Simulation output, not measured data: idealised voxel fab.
Presented below is a process module, voxel wiring stack.
175 nm wide, 5 nm square cells: that's cross-section cut.
Reading order for cross-sections: top band down to bottom band. Underlying form: a grid of square cells. Band size: one or more rows of cells. Within each band entry, the heights of the top and of the bottom of the band appear first, in that order and in nm; the materials of the band then follow from left to right, each with its corresponding width in nm. The designation "all across" on a single material indicates that it fills the band from edge to edge; the designation "blank" indicates empty space. Basically, 0 is our baseline, since under it the wafer straight out of the box is all one material. The bottom band has no lower end and keeps on going down, so it looks like "z 0 and below". The width entry "30..40" should be interpreted row by row: the top row of cells in the band takes the first number, the bottom row takes the second number, and the change between adjacent rows is uniform throughout. Take "changes: none" at face value: in the step it is given for, the cross-section changed in none of its cells. Listed in "Closed void register": every empty space of 8 or more cells without an open way to the top. Form: width x height at distance, the distance being from the left edge, all in nm. Heads up: the bit after the settings on a step's line is the simulator's remark on that step. For masked steps, "overlay nm" on the step line gives how far right of plan the mask actually lay; a minus sign means it lay to the left.
### List of planned process steps
1) RECEIVE: material Si
2) CONFORMAL_DEP: material SiO2, thk nm 15
3) DIRECTIONAL_DEP: material TiN, thk nm 5
4) DIRECTIONAL_DEP: material Ru, thk nm 25
5) DIRECTIONAL_DEP: material aC, thk nm 15
6) PATTERN: tone cover, mask id METAL_1, material resist, width nm 30, pitch nm 50, thk nm 30, overlay nm 0
7) DIRECTIONAL_ETCH: etch materials aC, depth nm 15
8) STRIP: etch materials resist
9) DIRECTIONAL_ETCH: etch materials Ru, depth nm 25
10) DIRECTIONAL_ETCH: etch materials TiN, depth nm 5
11) STRIP: etch materials aC
12) FILL_DEP: material lowk, thk nm 10
13) CMP: height nm 45
14) CONFORMAL_DEP: material SiCN, thk nm 5
15) DIRECTIONAL_DEP: material SiO2, thk nm 30
16) MASKED_ETCH: tone open, mask id METAL_2, width nm 30, pitch nm 50, etch materials SiO2, depth nm 15, overlay nm 0
17) PATTERN: tone open, mask id METAL_2_HOLES, material resist, width nm 15, pitch nm 50, thk nm 20, overlay nm 0
18) DIRECTIONAL_ETCH: etch materials SiO2, depth nm 15
19) DIRECTIONAL_ETCH: etch materials SiCN, depth nm 5
20) STRIP: etch materials resist
21) CONFORMAL_DEP: material TiN, thk nm 5
22) FILL_DEP: material Ru, thk nm 10
23) CMP: height nm 80
24) CONFORMAL_DEP: material SiCN, thk nm 5
25) DIRECTIONAL_DEP: material lowk, thk nm 10
26) PATTERN: tone open, mask id PLUG_2, material resist, width nm 15, thk nm 20, overlay nm 0
27) DIRECTIONAL_ETCH: etch materials lowk, depth nm 10
28) DIRECTIONAL_ETCH: etch materials SiCN, depth nm 5
29) STRIP: etch materials resist
30) EPI: material Ru, thk nm 10
31) EPI: material Ru, thk nm 5
32) DIRECTIONAL_DEP: material TiN, thk nm 5
33) DIRECTIONAL_DEP: material Ru, thk nm 20
34) DIRECTIONAL_DEP: material aC, thk nm 10
35) PATTERN: tone cover, mask id METAL_3, material resist, width nm 30, pitch nm 50, thk nm 30, overlay nm 0
36) DIRECTIONAL_ETCH: etch materials aC, depth nm 10
37) STRIP: etch materials resist
38) DIRECTIONAL_ETCH: etch materials Ru, depth nm 20
39) DIRECTIONAL_ETCH: etch materials TiN, depth nm 5
40) STRIP: etch materials aC
41) FILL_DEP: material lowk, thk nm 5
42) CMP: height nm 120
43) CONFORMAL_DEP: material SiCN, thk nm 5
### Incoming wafer, cross-sectional view, post step 1
> z 0 and below | Si all across
> Closed void register: none
### Cross-sectional image of the first of two wafers at the end of the module, the run having proceeded as planned
> z 125 to 120 | SiCN all across
> z 120 to 100 | lowk 45 nm, then Ru 30 nm, then lowk 20 nm, then Ru 30 nm, then lowk 50 nm
> z 100 to 95 | lowk 45 nm, then TiN 30 nm, then lowk 20 nm, then TiN 30 nm, then lowk 50 nm
> z 95 to 85 | lowk 45 nm, then Ru 15 nm, then lowk 115 nm
> z 85 to 80 | SiCN 45 nm, then Ru 15 nm, then SiCN 115 nm
> z 80 to 70 | SiO2 45 nm, then TiN 5 nm, then Ru 20 nm, then TiN 5 nm, then SiO2 20 nm, then TiN 5 nm, then Ru 20 nm, then TiN 5 nm, then SiO2 50 nm
> z 70 to 65 | SiO2 45 nm, then TiN 5 nm, then Ru 5 nm, then TiN 20 nm, then SiO2 20 nm, then TiN 5 nm, then Ru 5 nm, then TiN 20 nm, then SiO2 50 nm
> z 65 to 50 | SiO2 45 nm, then TiN 5 nm, then Ru 5 nm, then TiN 5 nm, then SiO2 35 nm, then TiN 5 nm, then Ru 5 nm, then TiN 5 nm, then SiO2 65 nm
> z 50 to 45 | SiCN 45 nm, then TiN 15 nm, then SiCN 35 nm, then TiN 15 nm, then SiCN 65 nm
> z 45 to 20 | lowk 45 nm, then Ru 30 nm, then lowk 20 nm, then Ru 30 nm, then lowk 50 nm
> z 20 to 15 | lowk 45 nm, then TiN 30 nm, then lowk 20 nm, then TiN 30 nm, then lowk 50 nm
> z 15 to 0 | SiO2 all across
> z 0 and below | Si all across
> Closed void register: none
### Second of two wafers, module complete, sectioned: it shares the first wafer's start and plan but was run with one mistake
> z 125 to 120 | SiCN all across
> z 120 to 100 | lowk 45 nm, then Ru 30 nm, then lowk 20 nm, then Ru 30 nm, then lowk 50 nm
> z 100 to 95 | lowk 45 nm, then TiN 30 nm, then lowk 20 nm, then TiN 30 nm, then lowk 50 nm
> z 95 to 85 | lowk 45 nm, then Ru 15 nm, then lowk 115 nm
> z 85 to 80 | SiCN 45 nm, then Ru 15 nm, then SiCN 115 nm
> z 80 to 70 | SiO2 45 nm, then TiN 5 nm, then Ru 25 nm, then TiN 5 nm, then SiO2 15 nm, then TiN 5 nm, then Ru 25 nm, then TiN 5 nm, then SiO2 45 nm
> z 70 to 65 | SiO2 45 nm, then TiN 5 nm, then Ru 5 nm, then TiN 25 nm, then SiO2 15 nm, then TiN 5 nm, then Ru 5 nm, then TiN 25 nm, then SiO2 45 nm
> z 65 to 50 | SiO2 45 nm, then TiN 5 nm, then Ru 5 nm, then TiN 5 nm, then SiO2 35 nm, then TiN 5 nm, then Ru 5 nm, then TiN 5 nm, then SiO2 65 nm
> z 50 to 45 | SiCN 45 nm, then TiN 15 nm, then SiCN 35 nm, then TiN 15 nm, then SiCN 65 nm
> z 45 to 20 | lowk 45 nm, then Ru 30 nm, then lowk 20 nm, then Ru 30 nm, then lowk 50 nm
> z 20 to 15 | lowk 45 nm, then TiN 30 nm, then lowk 20 nm, then TiN 30 nm, then lowk 50 nm
> z 15 to 0 | SiO2 all across
> z 0 and below | Si all across
> Closed void register: none
Heads up, the wafer didn't run the way we planned it: step 16: run off-plan, actual operation and settings MASKED_ETCH: tone open, mask id METAL_2, width nm 35, pitch nm 50, etch materials SiO2, depth nm 15, overlay nm 0
Per the end-of-run cell counts, the second wafer holds more or fewer of some materials than the first: 4 more of Ru | 6 fewer of SiO2 | 2 more of TiN
